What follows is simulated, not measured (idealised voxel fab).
The process module that follows is named voxel transistor to metal.
185 nm wide, 5 nm square cells: that's cross-section cut.
Bands, listed from the top down, are how a cross-section gets written in this document; the cross-section itself is a grid of square cells, and a band is one or more rows of them.
The band entry comprises the height of the band's top followed by the height of its bottom, expressed in nm, and subsequently the band's materials from left to right, each stated together with its width in nm. Where a single material is marked with the word "full width", that material fills the band from edge to edge. The word "air" represents empty space.
Below 0: as-received wafer, all one material; heights counted from there. Lowest band: no bottom, goes on down, written "0 and below".
With a width like "30->40", each row of cells in the band differs from the next by the same amount, the top row carrying the first number and the bottom row the second.
"nothing was modified" means the step left every cell of the cross-section as it was.
This entry, "Enclosed void inventory", enumerates those empty regions of no fewer than 8 cells that possess no open connection to the top. Each region is reported in the form width x height at distance, the distance being taken from the left edge, with all three quantities expressed in nm.
What comes after the settings on a step's line is commentary from the simulator itself on that step.
"overlay nm", when on a step's line for a step with a mask, measures how far to the right of its planned place the mask lay; a negative measure means to the left.

-- The following list gives the planned process steps
1: RECEIVE, material Si
2: CONFORMAL_DEP, material SiO2, thk nm 5
3: CONFORMAL_DEP, material SiN, thk nm 10
4: PATTERN, tone cover, mask id ACTIVE, material resist, width nm 115, thk nm 15, overlay nm 0
5: DIRECTIONAL_ETCH, etch materials SiN, depth nm 10
6: DIRECTIONAL_ETCH, etch materials SiO2, depth nm 5
7: DIRECTIONAL_ETCH, etch materials Si, depth nm 20
8: STRIP, etch materials resist
9: FILL_DEP, material SiO2, thk nm 15
10: CMP, height nm 15
11: SELECTIVE_ETCH, etch materials SiO2, depth nm 5
12: STRIP, etch materials SiN
13: SELECTIVE_ETCH, etch materials SiO2, depth nm 5
14: OXIDIZE, depth nm 5
15: DIRECTIONAL_DEP, material polySi, thk nm 30
16: DIRECTIONAL_DEP, material SiCN, thk nm 15
17: MASKED_ETCH, tone cover, mask id GATE, width nm 25, etch materials SiCN, depth nm 25, overlay nm 0
18: MASKED_ETCH, tone cover, mask id GATE, width nm 25, etch materials polySi, depth nm 40, overlay nm 0
19: CONFORMAL_DEP, material SiO2, thk nm 5
20: DIRECTIONAL_ETCH, etch materials SiO2, depth nm 5
21: CONFORMAL_DEP, material SiN, thk nm 10
22: DIRECTIONAL_ETCH, etch materials SiN, depth nm 10
23: DIRECTIONAL_ETCH, etch materials SiO2, depth nm 5
24: DIRECTIONAL_ETCH, etch materials Si, depth nm 15
25: EPI, material pSi, thk nm 15
26: FILL_DEP, material SiO2, thk nm 5
27: CMP, height nm 30
28: STRIP, etch materials polySi
29: SELECTIVE_ETCH, etch materials SiO2, depth nm 5
30: CONFORMAL_DEP, material HfO2, thk nm 5
31: CONFORMAL_DEP, material TiN, thk nm 5
32: FILL_DEP, material W, thk nm 5
33: CMP, height nm 25
34: DIRECTIONAL_DEP, material SiO2, thk nm 10
35: MASKED_ETCH, tone open, mask id CONTACT, width nm 15, pitch nm 80, etch materials SiO2, depth nm 40, overlay nm 0
36: CONFORMAL_DEP, material TiN, thk nm 5
37: FILL_DEP, material Ru, thk nm 10
38: CMP, height nm 35
39: CONFORMAL_DEP, material SiCN, thk nm 5
40: DIRECTIONAL_DEP, material SiO2, thk nm 15
41: PATTERN, tone open, mask id METAL_1, material resist, width nm 15, pitch nm 80, thk nm 20, overlay nm 0
42: DIRECTIONAL_ETCH, etch materials SiO2, depth nm 15
43: DIRECTIONAL_ETCH, etch materials SiCN, depth nm 5
44: STRIP, etch materials resist
45: CONFORMAL_DEP, material TiN, thk nm 5
46: FILL_DEP, material Cu, thk nm 5
47: CMP, height nm 55
48: CONFORMAL_DEP, material SiN, thk nm 5
The value of depth nm given for step 11 in the plan refers to the first wafer; the wafers vary in this setting and are alike at the start.

-- Cross-section of the first of several wafers as received (after step 1)
	0 and below | Si full width
	Enclosed void inventory: none

-- Per wafer (row), end of module: delta in cells per material since receipt, (+) for gained, (-) for lost; closed voids after that
depth nm 5; +6 Cu; +17 HfO2; +8 Ru; -103 Si; +31 SiCN; +61 SiN; +309 SiO2; +53 TiN; +12 W; +50 pSi; Enclosed void inventory: none
depth nm 10; +6 Cu; +17 HfO2; +8 Ru; -115 Si; +31 SiCN; +57 SiN; +315 SiO2; +59 TiN; +12 W; +54 pSi; Enclosed void inventory: none
depth nm 15; +6 Cu; +17 HfO2; +8 Ru; -111 Si; +31 SiCN; +61 SiN; +301 SiO2; +55 TiN; +12 W; +64 pSi; Enclosed void inventory: none
depth nm 20; +6 Cu; +17 HfO2; +8 Ru; -113 Si; +31 SiCN; +65 SiN; +307 SiO2; +57 TiN; +12 W; +54 pSi; Enclosed void inventory: none
depth nm 25; +6 Cu; +17 HfO2; +8 Ru; -139 Si; +31 SiCN; +69 SiN; +291 SiO2; +59 TiN; +12 W; +90 pSi; Enclosed void inventory: none
